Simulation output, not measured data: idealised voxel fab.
Process module in this document: voxel spacer lines
This is section cut - it's 210 nm across, gridded in 5 nm square cells.
Cross-section = grid of square cells, listed top down in bands; band = one or more rows.
Heads up on the band format: heights come first, top then bottom, in nm. After that it's the materials left to right, each with its width in nm. A single material flagged "everywhere" fills the whole band edge to edge, and "empty" means there's empty space there.
A quick word on heights: they are counted from 0, and under that level the wafer as it came to us is one material throughout. The lowest band is different from the rest in having no bottom; it simply continues downward, written as in "0 nm and below".
A width such as "30->40" changes by the same amount from each row of cells to the next, from the band's top row to its bottom row.
It should be understood that the words "identical to before", when stated for a given step, signify that the cross-section underwent no change in any of its cells during that step.
"Closed-off voids" - sealed voids, min. 8 cells, no opening to top; format: width x height at distance (distance from left edge; nm throughout).
after a step's settings: what the simulator itself notes on the step
overlay nm: mask right of planned place by this much (step with mask). Neg. = left.

[Below is the list of planned process steps]
1) RECEIVE [material Si]
2) CONFORMAL_DEP [material Al2O3] [thk nm 10]
3) DIRECTIONAL_DEP [material TiN] [thk nm 10]
4) DIRECTIONAL_DEP [material polySi] [thk nm 30]
5) PATTERN [tone cover] [mask id MANDREL] [material resist] [width nm 15] [pitch nm 50] [thk nm 40] [overlay nm 0]
6) DIRECTIONAL_ETCH [etch materials polySi] [depth nm 30]
7) STRIP [etch materials resist]
8) CONFORMAL_DEP [material SiO2] [thk nm 10]
9) DIRECTIONAL_ETCH [etch materials SiO2] [depth nm 10]
10) STRIP [etch materials polySi]
11) DIRECTIONAL_ETCH [etch materials TiN] [depth nm 10]
12) STRIP [etch materials SiO2]

[First out of two wafers; run went to plan]

[As received (post step 1): cross-section]
> 0 nm and below: Si everywhere
> Closed-off voids: none

[after step 2]
> 10 nm to 0 nm: Al2O3 everywhere
> Unchanged below 0.

[after step 3]
> 20 nm to 10 nm: TiN everywhere
> Unchanged below 10.

[after step 4]
> 50 nm to 20 nm: polySi everywhere
> Unchanged below 20.

[after step 5]
> 90 nm to 50 nm: empty (45) / resist (15) / empty (35) / resist (15) / empty (35) / resist (15) / empty (50)
> Unchanged below 50.

[after step 6]
> 90 nm to 50 nm: empty (45) / resist (15) / empty (35) / resist (15) / empty (35) / resist (15) / empty (50)
> 50 nm to 20 nm: empty (45) / polySi (15) / empty (35) / polySi (15) / empty (35) / polySi (15) / empty (50)
> Unchanged below 20.

[after step 7]
> 50 nm to 20 nm: empty (45) / polySi (15) / empty (35) / polySi (15) / empty (35) / polySi (15) / empty (50)
> Unchanged below 20.

[after step 8]
> 60 nm to 50 nm: empty (35) / SiO2 (35) / empty (15) / SiO2 (35) / empty (15) / SiO2 (35) / empty (40)
> 50 nm to 30 nm: empty (35) / SiO2 (10) / polySi (15) / SiO2 (10) / empty (15) / SiO2 (10) / polySi (15) / SiO2 (10) / empty (15) / SiO2 (10) / polySi (15) / SiO2 (10) / empty (40)
> 30 nm to 20 nm: SiO2 (45) / polySi (15) / SiO2 (35) / polySi (15) / SiO2 (35) / polySi (15) / SiO2 (50)
> Unchanged below 20.

[after step 9]
> 50 nm to 20 nm: empty (35) / SiO2 (10) / polySi (15) / SiO2 (10) / empty (15) / SiO2 (10) / polySi (15) / SiO2 (10) / empty (15) / SiO2 (10) / polySi (15) / SiO2 (10) / empty (40)
> Unchanged below 20.

[after step 10]
> 50 nm to 20 nm: empty (35) / SiO2 (10) / empty (15) / SiO2 (10) / empty (15) / SiO2 (10) / empty (15) / SiO2 (10) / empty (15) / SiO2 (10) / empty (15) / SiO2 (10) / empty (40)
> Unchanged below 20.

[after step 11]
> 50 nm to 20 nm: empty (35) / SiO2 (10) / empty (15) / SiO2 (10) / empty (15) / SiO2 (10) / empty (15) / SiO2 (10) / empty (15) / SiO2 (10) / empty (15) / SiO2 (10) / empty (40)
> 20 nm to 10 nm: empty (35) / TiN (10) / empty (15) / TiN (10) / empty (15) / TiN (10) / empty (15) / TiN (10) / empty (15) / TiN (10) / empty (15) / TiN (10) / empty (40)
> Unchanged below 10.

[after step 12]
> 20 nm to 10 nm: empty (35) / TiN (10) / empty (15) / TiN (10) / empty (15) / TiN (10) / empty (15) / TiN (10) / empty (15) / TiN (10) / empty (15) / TiN (10) / empty (40)
> Unchanged below 10.

[What follows concerns the second wafer, which started out like the first and was meant to follow the very same plan; one mistake crept in when it was run, but everything up to and including step 1 is the same as for the first wafer]

At the planned end of step 2, the second wafer in cross-section: identical to before

[At the planned end of step 3, the second wafer in cross-section]
> 10 nm to 0 nm: TiN everywhere
> Unchanged below 0.

[At the planned end of step 4, the second wafer in cross-section]
> 40 nm to 10 nm: polySi everywhere
> Unchanged below 10.

[At the planned end of step 5, the second wafer in cross-section]
> 80 nm to 40 nm: empty (45) / resist (15) / empty (35) / resist (15) / empty (35) / resist (15) / empty (50)
> Unchanged below 40.

[At the planned end of step 6, the second wafer in cross-section]
> 80 nm to 40 nm: empty (45) / resist (15) / empty (35) / resist (15) / empty (35) / resist (15) / empty (50)
> 40 nm to 10 nm: empty (45) / polySi (15) / empty (35) / polySi (15) / empty (35) / polySi (15) / empty (50)
> Unchanged below 10.

[At the planned end of step 7, the second wafer in cross-section]
> 40 nm to 10 nm: empty (45) / polySi (15) / empty (35) / polySi (15) / empty (35) / polySi (15) / empty (50)
> Unchanged below 10.

[At the planned end of step 8, the second wafer in cross-section]
> 50 nm to 40 nm: empty (35) / SiO2 (35) / empty (15) / SiO2 (35) / empty (15) / SiO2 (35) / empty (40)
> 40 nm to 20 nm: empty (35) / SiO2 (10) / polySi (15) / SiO2 (10) / empty (15) / SiO2 (10) / polySi (15) / SiO2 (10) / empty (15) / SiO2 (10) / polySi (15) / SiO2 (10) / empty (40)
> 20 nm to 10 nm: SiO2 (45) / polySi (15) / SiO2 (35) / polySi (15) / SiO2 (35) / polySi (15) / SiO2 (50)
> Unchanged below 10.

[At the planned end of step 9, the second wafer in cross-section]
> 40 nm to 10 nm: empty (35) / SiO2 (10) / polySi (15) / SiO2 (10) / empty (15) / SiO2 (10) / polySi (15) / SiO2 (10) / empty (15) / SiO2 (10) / polySi (15) / SiO2 (10) / empty (40)
> Unchanged below 10.

[At the planned end of step 10, the second wafer in cross-section]
> 40 nm to 10 nm: empty (35) / SiO2 (10) / empty (15) / SiO2 (10) / empty (15) / SiO2 (10) / empty (15) / SiO2 (10) / empty (15) / SiO2 (10) / empty (15) / SiO2 (10) / empty (40)
> Unchanged below 10.

[At the planned end of step 11, the second wafer in cross-section]
> 40 nm to 10 nm: empty (35) / SiO2 (10) / empty (15) / SiO2 (10) / empty (15) / SiO2 (10) / empty (15) / SiO2 (10) / empty (15) / SiO2 (10) / empty (15) / SiO2 (10) / empty (40)
> 10 nm to 0 nm: empty (35) / TiN (10) / empty (15) / TiN (10) / empty (15) / TiN (10) / empty (15) / TiN (10) / empty (15) / TiN (10) / empty (15) / TiN (10) / empty (40)
> Unchanged below 0.

[At the planned end of step 12, the second wafer in cross-section]
> 10 nm to 0 nm: empty (35) / TiN (10) / empty (15) / TiN (10) / empty (15) / TiN (10) / empty (15) / TiN (10) / empty (15) / TiN (10) / empty (15) / TiN (10) / empty (40)
> Unchanged below 0.
Short version of what went wrong: step 2 of the plan did not run at all; it was left out
Wafer comparison, final, in cells, second relative to first, materials more or fewer: Al2O3 -84
